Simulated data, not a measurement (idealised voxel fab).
The following process module bears the name voxel transistor to metal.
cross-section cut | 185 nm wide | cells 5 nm
Bands, listed from the top down, are how a cross-section gets written in this document; the cross-section itself is a grid of square cells, and a band is one or more rows of them.
Band: top and bottom heights (nm) first, top before bottom; then materials from left to right, widths in nm. "edge to edge" marks a sole material filling the band edge to edge. "empty" denotes empty space.
Heights are expressed relative to 0, this being the level below which the as-received wafer comprises one material exclusively. The lowest band is unbounded in the downward direction and is denoted as in "0 down".
When a width is written as two numbers, as in "30->40", the first number is the width in the top row of cells of the band and the second is the width in its bottom row, and the width changes by the same amount from each row to the next.
No cell of the cross-section changed in a step that is given as "no alteration".
Enclosed void list: empty space of 8 cells or more with no open way to the top, each as width x height at its distance from the left edge, in nm
That trailing text on a step's line, after the settings, is the simulator's own remark on the step.
If you see "overlay nm" on a step's line and that step has a mask, it's telling you how far right of where it was planned the mask ended up; a negative number means it went left instead.
Set out below are the planned steps of the process:
1. RECEIVE, material Si
2. OXIDIZE, depth nm 5
3. CONFORMAL_DEP, material SiN, thk nm 15
4. MASKED_ETCH, tone cover, mask id ACTIVE, width nm 110, etch materials SiN, depth nm 15, overlay nm 0
5. MASKED_ETCH, tone cover, mask id ACTIVE, width nm 110, etch materials SiO2, depth nm 5, overlay nm 0
6. MASKED_ETCH, tone cover, mask id ACTIVE, width nm 110, etch materials Si, depth nm 30, overlay nm 0
7. FILL_DEP, material SiO2, thk nm 10
8. CMP, height nm 15
9. SELECTIVE_ETCH, etch materials SiO2, depth nm 5
10. STRIP, etch materials SiN
11. SELECTIVE_ETCH, etch materials SiO2, depth nm 5
12. OXIDIZE, depth nm 5
13. DIRECTIONAL_DEP, material polySi, thk nm 20
14. DIRECTIONAL_DEP, material SiCN, thk nm 15
15. MASKED_ETCH, tone cover, mask id GATE, width nm 20, etch materials SiCN, depth nm 25, overlay nm 0
16. MASKED_ETCH, tone cover, mask id GATE, width nm 20, etch materials polySi, depth nm 30, overlay nm 0
17. CONFORMAL_DEP, material SiN, thk nm 10
18. DIRECTIONAL_ETCH, etch materials SiN, depth nm 10
19. DIRECTIONAL_ETCH, etch materials SiO2, depth nm 5
20. DIRECTIONAL_ETCH, etch materials Si, depth nm 5
21. EPI, material nSi, thk nm 5
22. FILL_DEP, material SiO2, thk nm 5
23. CMP, height nm 30
24. DIRECTIONAL_DEP, material SiO2, thk nm 15
25. DIRECTIONAL_DEP, material aC, thk nm 10
26. PATTERN, tone open, mask id CONTACT, material resist, width nm 20, pitch nm 80, thk nm 30, overlay nm 0
27. DIRECTIONAL_ETCH, etch materials aC, depth nm 10
28. STRIP, etch materials resist
29. DIRECTIONAL_ETCH, etch materials SiO2, depth nm 55
30. STRIP, etch materials aC
31. CONFORMAL_DEP, material TiN, thk nm 5
32. FILL_DEP, material Ru, thk nm 10
33. CMP, height nm 45
34. CONFORMAL_DEP, material SiN, thk nm 5
35. DIRECTIONAL_DEP, material SiO2, thk nm 15
36. MASKED_ETCH, tone open, mask id METAL_1, width nm 20, pitch nm 80, etch materials SiO2, depth nm 15, overlay nm 0
37. MASKED_ETCH, tone open, mask id METAL_1, width nm 20, pitch nm 80, etch materials SiN, depth nm 5, overlay nm 0
38. CONFORMAL_DEP, material TiN, thk nm 5
39. FILL_DEP, material Cu, thk nm 5
40. CMP, height nm 65
41. EPI, material Ru, thk nm 5
42. FILL_DEP, material SiCN, thk nm 5
43. DIRECTIONAL_DEP, material lowk, thk nm 30
44. MASKED_ETCH, tone open, mask id METAL_2, width nm 20, pitch nm 80, etch materials lowk, depth nm 15, overlay nm 0
45. PATTERN, tone open, mask id METAL_2_HOLES, material resist, width nm 15, pitch nm 80, thk nm 15, overlay nm 0
46. DIRECTIONAL_ETCH, etch materials lowk, depth nm 15
47. DIRECTIONAL_ETCH, etch materials SiCN, depth nm 5
48. STRIP, etch materials resist
49. CONFORMAL_DEP, material TiN, thk nm 5
50. FILL_DEP, material Cu, thk nm 10
51. CMP, height nm 105
52. CONFORMAL_DEP, material SiCN, thk nm 5
Wafer as received: cross-section following step 1:
> 0 down  Si edge to edge
> Enclosed void list: none
The first of two wafers, cross-sectioned at the end of the module, with the run proceeding as planned:
> 110 to 105  SiCN edge to edge
> 105 to 95  40 lowk; 5 TiN; 10 Cu; 5 TiN; 60 lowk; 5 TiN; 10 Cu; 5 TiN; 45 lowk
> 95 to 90  40 lowk; 5 TiN; 5 Cu; 10 TiN; 60 lowk; 5 TiN; 5 Cu; 10 TiN; 45 lowk
> 90 to 75  40 lowk; 5 TiN; 5 Cu; 5 TiN; 65 lowk; 5 TiN; 5 Cu; 5 TiN; 50 lowk
> 75 to 70  40 SiCN; 15 TiN; 65 SiCN; 15 TiN; 50 SiCN
> 70 to 65  35 SiCN; 30 Ru; 50 SiCN; 30 Ru; 40 SiCN
> 65 to 50  40 SiO2; 5 TiN; 10 Cu; 5 TiN; 60 SiO2; 5 TiN; 10 Cu; 5 TiN; 45 SiO2
> 50 to 45  40 SiN; 20 TiN; 60 SiN; 20 TiN; 45 SiN
> 45 to 30  40 SiO2; 5 TiN; 10 Ru; 5 TiN; 60 SiO2; 5 TiN; 10 Ru; 5 TiN; 45 SiO2
> 30 to 15  40 SiO2; 5 TiN; 10 Ru; 5 TiN; 10 SiO2; 10 SiN; 20 SiCN; 10 SiN; 10 SiO2; 5 TiN; 10 Ru; 5 TiN; 45 SiO2
> 15 to 5  40 SiO2; 5 TiN; 10 Ru; 5 TiN; 10 SiO2; 10 SiN; 20 polySi; 10 SiN; 10 SiO2; 5 TiN; 10 Ru; 5 TiN; 45 SiO2
> 5 to -5  30 SiO2; 10 SiN; 5->10 TiN; 10->5 Ru; 5 TiN; 10 SiO2; 10 SiN; 20 polySi; 10 SiN; 10 SiO2; 5 TiN; 10->5 Ru; 5->10 TiN; 10 SiN; 35 SiO2
> -5 to -10  40 SiO2; 5 nSi; 15 TiN; 5 SiO2; 5 nSi; 40 SiO2; 5 nSi; 5 SiO2; 15 TiN; 5 nSi; 45 SiO2
> -10 to -15  35 SiO2; 5 Si; 30 nSi; 40 Si; 30 nSi; 5 Si; 40 SiO2
> -15 to -35  35 SiO2; 110 Si; 40 SiO2
> -35 down  Si edge to edge
> Enclosed void list: none
Cross-sectional view of the second of two wafers upon completion of the module. This wafer shared its starting condition and process plan with the first; one error was made during its execution:
> 110 to 105  SiCN edge to edge
> 105 to 95  40 lowk; 5 TiN; 10 Cu; 5 TiN; 60 lowk; 5 TiN; 10 Cu; 5 TiN; 45 lowk
> 95 to 90  40 lowk; 5 TiN; 5 Cu; 10 TiN; 60 lowk; 5 TiN; 5 Cu; 10 TiN; 45 lowk
> 90 to 75  40 lowk; 5 TiN; 5 Cu; 5 TiN; 65 lowk; 5 TiN; 5 Cu; 5 TiN; 50 lowk
> 75 to 70  40 SiCN; 15 TiN; 65 SiCN; 15 TiN; 50 SiCN
> 70 to 65  35 SiCN; 30 Ru; 50 SiCN; 30 Ru; 40 SiCN
> 65 to 50  40 SiO2; 5 TiN; 10 Cu; 5 TiN; 60 SiO2; 5 TiN; 10 Cu; 5 TiN; 45 SiO2
> 50 to 45  40 SiN; 20 TiN; 60 SiN; 20 TiN; 45 SiN
> 45 to 35  40 SiO2; 5 TiN; 10 Ru; 5 TiN; 60 SiO2; 5 TiN; 10 Ru; 5 TiN; 45 SiO2
> 35 to 30  40 SiO2; 20 TiN; 60 SiO2; 20 TiN; 45 SiO2
> 30 to 25  80 SiCN; 20 SiN; 85 SiCN
> 25 to 15  30 polySi; 50 SiCN; 20 SiN; 50 SiCN; 35 polySi
> 15 to 5  polySi edge to edge
> 5 to -5  30 SiO2; 120 polySi; 35 SiO2
> -5 to -10  SiO2 edge to edge
> -10 to -35  35 SiO2; 110 Si; 40 SiO2
> -35 down  Si edge to edge
> Enclosed void list: none
Nonconformance to the process plan: step 15 off recipe, ran as MASKED_ETCH, tone open, mask id GATE, width nm 20, etch materials SiCN, depth nm 25, overlay nm 0
Counted in cells at the end, the second wafer holds more or fewer of these materials than the first: Ru -30 | Si +12 | SiCN +61 | SiN -24 | SiO2 -103 | TiN -32 | nSi -16 | polySi +132
